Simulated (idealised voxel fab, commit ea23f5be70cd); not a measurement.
process module | voxel wiring stack
cross-section cut | 150 nm wide | cells 5 nm
A cross-section is a grid of square cells, given in bands from the top down. A band is one or more rows of cells.
Each band's line starts with the height of the band's top and of its bottom, in nm. Then come its materials from left to right, each with its width in nm. One material with "throughout" fills the band from edge to edge. "air" is empty space.
Height 0 is the level under which the wafer as received is all one material. The lowest band goes on downwards, as in "0 down".
A width such as "30 to 40" changes by the same amount from each row of cells to the next, from the band's top row to its bottom row.
"no change" after a step means that no cell of the cross-section changed.
closed voids: empty space of 8 cells or more with no open way to the top, each as width x height at its distance from the left edge, in nm
after a step's settings: what the simulator itself notes on the step
overlay nm, on a step with a mask: how far to the right of its planned place the mask lay; to the left if negative
plan
1 op RECEIVE | material Si
2 op CONFORMAL_DEP | material SiO2 | thk nm 10
3 op DIRECTIONAL_DEP | material TiN | thk nm 5
4 op DIRECTIONAL_DEP | material W | thk nm 20
5 op DIRECTIONAL_DEP | material aC | thk nm 15
6 op PATTERN | tone cover | mask id METAL_1 | material resist | width nm 30 | pitch nm 50 | thk nm 30 | overlay nm 0
7 op DIRECTIONAL_ETCH | etch materials aC | depth nm 15
8 op STRIP | etch materials resist
9 op DIRECTIONAL_ETCH | etch materials W | depth nm 20
10 op DIRECTIONAL_ETCH | etch materials TiN | depth nm 5
11 op STRIP | etch materials aC
12 op CONFORMAL_DEP | material SiCN | thk nm 5
13 op FILL_DEP | material SiO2 | thk nm 5
14 op CMP | height nm 35
15 op CONFORMAL_DEP | material SiCN | thk nm 5
16 op DIRECTIONAL_DEP | material lowk | thk nm 20
17 op MASKED_ETCH | tone open | mask id PLUG_1 | width nm 15 | etch materials lowk | depth nm 20 | overlay nm 0
18 op MASKED_ETCH | tone open | mask id PLUG_1 | width nm 15 | etch materials SiCN | depth nm 5 | overlay nm 0
19 op CONFORMAL_DEP | material TiN | thk nm 5
20 op FILL_DEP | material Cu | thk nm 5
21 op CMP | height nm 60
22 op CONFORMAL_DEP | material SiCN | thk nm 5
23 op DIRECTIONAL_DEP | material lowk | thk nm 20
24 op MASKED_ETCH | tone open | mask id METAL_2 | width nm 30 | pitch nm 50 | etch materials lowk | depth nm 20 | overlay nm 0
25 op MASKED_ETCH | tone open | mask id METAL_2 | width nm 30 | pitch nm 50 | etch materials SiCN | depth nm 5 | overlay nm 0
26 op CONFORMAL_DEP | material TiN | thk nm 5
27 op FILL_DEP | material Ru | thk nm 5
28 op CMP | height nm 85
29 op CONFORMAL_DEP | material SiCN | thk nm 5
30 op DIRECTIONAL_DEP | material SiO2 | thk nm 10
31 op PATTERN | tone open | mask id PLUG_2 | material resist | width nm 15 | pitch nm 50 | thk nm 20 | overlay nm 0
32 op DIRECTIONAL_ETCH | etch materials SiO2 | depth nm 10
33 op DIRECTIONAL_ETCH | etch materials SiCN | depth nm 5
34 op STRIP | etch materials resist
35 op CONFORMAL_DEP | material TiN | thk nm 5
36 op FILL_DEP | material Ru | thk nm 10
37 op CMP | height nm 100
38 op CONFORMAL_DEP | material SiN | thk nm 5
39 op DIRECTIONAL_DEP | material SiO2 | thk nm 25
40 op PATTERN | tone open | mask id METAL_3 | material resist | width nm 30 | pitch nm 50 | thk nm 20 | overlay nm 0
41 op DIRECTIONAL_ETCH | etch materials SiO2 | depth nm 25
42 op DIRECTIONAL_ETCH | etch materials SiN | depth nm 5
43 op STRIP | etch materials resist
44 op CONFORMAL_DEP | material TiN | thk nm 5
45 op FILL_DEP | material Cu | thk nm 5
46 op CMP | height nm 130
47 op CONFORMAL_DEP | material SiCN | thk nm 5
as received, after step 1
  0 down: Si throughout
  closed voids: none
first wafer at the end, as planned
  135 to 130: SiCN throughout
  130 to 105: SiO2 35 | TiN 5 | Cu 20 | TiN 5 | SiO2 20 | TiN 5 | Cu 20 | TiN 5 | SiO2 35
  105 to 100: SiN 35 | TiN 30 | SiN 20 | TiN 30 | SiN 35
  100 to 90: SiO2 35 | TiN 5 | Ru 5 | TiN 5 | SiO2 35 | TiN 5 | Ru 5 | TiN 5 | SiO2 50
  90 to 85: SiCN 35 | TiN 15 | SiCN 35 | TiN 15 | SiCN 50
  85 to 65: lowk 35 | TiN 5 | Ru 20 | TiN 5 | lowk 20 | TiN 5 | Ru 20 | TiN 5 | lowk 35
  65 to 60: SiCN 35 | TiN 30 | SiCN 20 | TiN 30 | SiCN 35
  60 to 40: lowk 35 | TiN 5 | Cu 5 | TiN 5 | lowk 100
  40 to 35: SiCN 35 | TiN 15 | SiCN 100
  35 to 15: SiO2 30 | SiCN 5 | W 30 | SiCN 5 | SiO2 10 | SiCN 5 | W 30 | SiCN 5 | SiO2 30
  15 to 10: SiCN 35 | TiN 30 | SiCN 20 | TiN 30 | SiCN 35
  10 to 0: SiO2 throughout
  0 down: Si throughout
  closed voids: none
second wafer at the end: like start, like plan, one mistake
  135 to 130: SiCN throughout
  130 to 105: SiO2 35 | TiN 5 | Cu 20 | TiN 5 | SiO2 20 | TiN 5 | Cu 20 | TiN 5 | SiO2 35
  105 to 100: SiN 35 | TiN 30 | SiN 20 | TiN 30 | SiN 35
  100 to 90: SiO2 35 | TiN 5 | Ru 10 | TiN 5 | SiO2 30 | TiN 5 | Ru 10 | TiN 5 | SiO2 45
  90 to 85: SiCN 35 | TiN 20 | SiCN 30 | TiN 20 | SiCN 45
  85 to 65: lowk 35 | TiN 5 | Ru 20 | TiN 5 | lowk 20 | TiN 5 | Ru 20 | TiN 5 | lowk 35
  65 to 60: SiCN 35 | TiN 30 | SiCN 20 | TiN 30 | SiCN 35
  60 to 40: lowk 35 | TiN 5 | Cu 5 | TiN 5 | lowk 100
  40 to 35: SiCN 35 | TiN 15 | SiCN 100
  35 to 15: SiO2 30 | SiCN 5 | W 30 | SiCN 5 | SiO2 10 | SiCN 5 | W 30 | SiCN 5 | SiO2 30
  15 to 10: SiCN 35 | TiN 30 | SiCN 20 | TiN 30 | SiCN 35
  10 to 0: SiO2 throughout
  0 down: Si throughout
  closed voids: none
what went wrong: step 31 ran as: op PATTERN | tone open | mask id PLUG_2 | material resist | width nm 20 | pitch nm 50 | thk nm 20 | overlay nm 0
at the end the second wafer has, in cells: 4 more of Ru | 2 fewer of SiCN | 4 fewer of SiO2 | 2 more of TiN
